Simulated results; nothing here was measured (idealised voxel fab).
process module | voxel released beams
cross-section cut | 155 nm wide | cells 5 nm
A cross-section is a grid of square cells, given in bands from the top down. A band is one or more rows of cells.
Each band's line starts with the height of the band's top and of its bottom, in nm. Then come its materials from left to right, each with its width in nm. One material with "throughout" fills the band from edge to edge. "air" is empty space.
Height 0 is the level under which the wafer as received is all one material. The lowest band goes on downwards, as in "0 down".
A width such as "30 to 40" changes by the same amount from each row of cells to the next, from the band's top row to its bottom row.
"no change" after a step means that no cell of the cross-section changed.
closed voids: empty space of 8 cells or more with no open way to the top, each as width x height at its distance from the left edge, in nm
after a step's settings: what the simulator itself notes on the step
overlay nm, on a step with a mask: how far to the right of its planned place the mask lay; to the left if negative
plan
1 op RECEIVE | material Si
2 op CONFORMAL_DEP | material Al2O3 | thk nm 5
3 op DIRECTIONAL_DEP | material SiO2 | thk nm 15
4 op DIRECTIONAL_DEP | material aC | thk nm 10
5 op PATTERN | tone open | mask id ANCHOR | material resist | width nm 35 | thk nm 25 | overlay nm 0
6 op DIRECTIONAL_ETCH | etch materials aC | depth nm 10
7 op STRIP | etch materials resist
8 op DIRECTIONAL_ETCH | etch materials SiO2 | depth nm 15
9 op STRIP | etch materials aC
10 op CONFORMAL_DEP | material W | thk nm 10
11 op DIRECTIONAL_DEP | material aC | thk nm 15
12 op PATTERN | tone cover | mask id BEAM | material resist | width nm 100 | thk nm 35 | overlay nm 0
13 op DIRECTIONAL_ETCH | etch materials aC | depth nm 15
14 op STRIP | etch materials resist
15 op DIRECTIONAL_ETCH | etch materials W | depth nm 10
16 op STRIP | etch materials aC
17 op STRIP | etch materials SiO2
first wafer, as planned
as received, after step 1
  0 down: Si throughout
  closed voids: none
after step 2
  5 to 0: Al2O3 throughout
  below 0: unchanged
after step 3
  20 to 5: SiO2 throughout
  below 5: unchanged
after step 4
  30 to 20: aC throughout
  below 20: unchanged
after step 5
  55 to 30: resist 30 | air 35 | resist 90
  below 30: unchanged
after step 6
  45 to 30: resist 30 | air 35 | resist 90
  30 to 20: aC 30 | air 35 | aC 90
  below 20: unchanged
after step 7
  30 to 20: aC 30 | air 35 | aC 90
  below 20: unchanged
after step 8
  30 to 20: aC 30 | air 35 | aC 90
  20 to 5: SiO2 30 | air 35 | SiO2 90
  below 5: unchanged
after step 9
  20 to 5: SiO2 30 | air 35 | SiO2 90
  below 5: unchanged
after step 10
  30 to 20: W 40 | air 15 | W 100
  20 to 15: SiO2 30 | W 10 | air 15 | W 10 | SiO2 90
  15 to 5: SiO2 30 | W 35 | SiO2 90
  below 5: unchanged
after step 11
  45 to 30: aC 40 | air 15 | aC 100
  30 to 20: W 40 | aC 15 | W 100
  20 to 15: SiO2 30 | W 10 | aC 15 | W 10 | SiO2 90
  below 15: unchanged
after step 12
  80 to 45: air 25 | resist 100 | air 30
  45 to 30: aC 40 | resist 15 | aC 100
  below 30: unchanged
after step 13
  65 to 45: air 25 | resist 100 | air 30
  45 to 30: air 25 | aC 15 | resist 15 | aC 70 | air 30
  below 30: unchanged
after step 14
  45 to 30: air 25 | aC 15 | air 15 | aC 70 | air 30
  below 30: unchanged
after step 15
  45 to 30: air 25 | aC 15 | air 15 | aC 70 | air 30
  30 to 20: air 25 | W 15 | aC 15 | W 70 | air 30
  below 20: unchanged
after step 16
  30 to 20: air 25 | W 15 | air 15 | W 70 | air 30
  20 to 15: SiO2 30 | W 10 | air 15 | W 10 | SiO2 90
  below 15: unchanged
after step 17
  30 to 20: air 25 | W 15 | air 15 | W 70 | air 30
  20 to 15: air 30 | W 10 | air 15 | W 10 | air 90
  15 to 5: air 30 | W 35 | air 90
  below 5: unchanged
second wafer: like start, like plan, one mistake. Through step 1 it matches the first wafer
when step 2 should have ended
  15 to 0: SiO2 throughout
  below 0: unchanged
when step 3 should have ended
  20 to 15: Al2O3 throughout
  below 15: unchanged
when step 4 should have ended
  30 to 20: aC throughout
  below 20: unchanged
when step 5 should have ended
  55 to 30: resist 30 | air 35 | resist 90
  below 30: unchanged
when step 6 should have ended
  45 to 30: resist 30 | air 35 | resist 90
  30 to 20: aC 30 | air 35 | aC 90
  below 20: unchanged
when step 7 should have ended
  30 to 20: aC 30 | air 35 | aC 90
  below 20: unchanged
when step 8 should have ended: no change
when step 9 should have ended
  20 to 15: Al2O3 throughout
  below 15: unchanged
when step 10 should have ended
  30 to 20: W throughout
  below 20: unchanged
when step 11 should have ended
  45 to 30: aC throughout
  below 30: unchanged
when step 12 should have ended
  80 to 45: air 25 | resist 100 | air 30
  below 45: unchanged
when step 13 should have ended
  65 to 45: air 25 | resist 100 | air 30
  45 to 30: air 25 | aC 100 | air 30
  below 30: unchanged
when step 14 should have ended
  45 to 30: air 25 | aC 100 | air 30
  below 30: unchanged
when step 15 should have ended
  45 to 30: air 25 | aC 100 | air 30
  30 to 20: air 25 | W 100 | air 30
  below 20: unchanged
when step 16 should have ended
  30 to 20: air 25 | W 100 | air 30
  below 20: unchanged
when step 17 should have ended: no change
what went wrong: steps 2 and 3 were swapped
at the end the second wafer has, in cells: 93 more of SiO2 | 12 fewer of W
